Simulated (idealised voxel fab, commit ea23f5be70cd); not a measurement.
Proc. module: voxel ribs on slabs
The cross-section shown here is cut; it is 200 nm wide and divided into square cells measuring 5 nm on a side.
Reading order for cross-sections: top band down to bottom band. Underlying form: a grid of square cells. Band size: one or more rows of cells.
Top height, bottom height, nm. Materials left to right, width each, nm. Single material + "throughout" = fills band edge to edge. "empty" = empty.
Note: height 0 marks the level under which the wafer is uniformly one material as received. Lowest band unbounded below, written "0 nm and below".
Think of "30->40" as a width that walks from the first number to the second as you go down the band, top row to bottom row, taking equal-sized steps from row to row.
A step reported as "no alteration" is a step in which no cell of the cross-section changed.
"Catalogued sealed voids" enumerates empty spaces isolated from the top, with no open way to it, that contain at least 8 cells, giving each as width x height at distance from the left edge, all three in nm.
On each step's line, the part that comes after the settings is the simulator's own comment on the step.
overlay nm: how far to the right of its planned place the mask lay on this masked step (negative: to the left).

[List of planned process steps]
- 1: RECEIVE, material Si
- 2: DIRECTIONAL_DEP, material SiO2, thk nm 20
- 3: DIRECTIONAL_DEP, material polySi, thk nm 15
- 4: DIRECTIONAL_DEP, material aC, thk nm 10
- 5: PATTERN, tone cover, mask id RIB, material resist, width nm 30, thk nm 30, overlay nm 0
- 6: DIRECTIONAL_ETCH, etch materials aC, depth nm 10
- 7: STRIP, etch materials resist
- 8: DIRECTIONAL_ETCH, etch materials polySi, depth nm 10
- 9: STRIP, etch materials aC
- 10: MASKED_ETCH, tone cover, mask id SLAB, width nm 60, etch materials polySi, depth nm 5, overlay nm 0
- 11: FILL_DEP, material SiO2, thk nm 20
- 12: CMP, height nm 45
- 13: DIRECTIONAL_DEP, material TiN, thk nm 10
- 14: DIRECTIONAL_DEP, material aC, thk nm 10
- 15: PATTERN, tone cover, mask id HEATER, material resist, width nm 40, thk nm 30, overlay nm -15
- 16: DIRECTIONAL_ETCH, etch materials aC, depth nm 10
- 17: STRIP, etch materials resist
- 18: DIRECTIONAL_ETCH, etch materials TiN, depth nm 10
- 19: STRIP, etch materials aC
- 20: CONFORMAL_DEP, material SiO2, thk nm 5
For clarity, it should be stated that the wafers under discussion commence in an identical condition and differ with respect to the overlay nm of step 15, the plan indicating the value that the first wafer had.

[As-received state after step 1, first of several wafers, cross-section]
  0 nm and below = Si throughout
  Catalogued sealed voids: none

[Tabulated below, wafer by wafer, are the end-of-module results: for each material, the number of cells gained (+) or lost (-) relative to the as-received state, followed by the closed voids]
overlay nm -15; +380 SiO2; +16 TiN; +24 polySi; Catalogued sealed voids: none
overlay nm -10; +380 SiO2; +16 TiN; +24 polySi; Catalogued sealed voids: none
overlay nm -5; +380 SiO2; +16 TiN; +24 polySi; Catalogued sealed voids: none
overlay nm 0; +380 SiO2; +16 TiN; +24 polySi; Catalogued sealed voids: none
overlay nm 5; +380 SiO2; +16 TiN; +24 polySi; Catalogued sealed voids: none
overlay nm 10; +380 SiO2; +16 TiN; +24 polySi; Catalogued sealed voids: none
overlay nm 15; +380 SiO2; +16 TiN; +24 polySi; Catalogued sealed voids: none
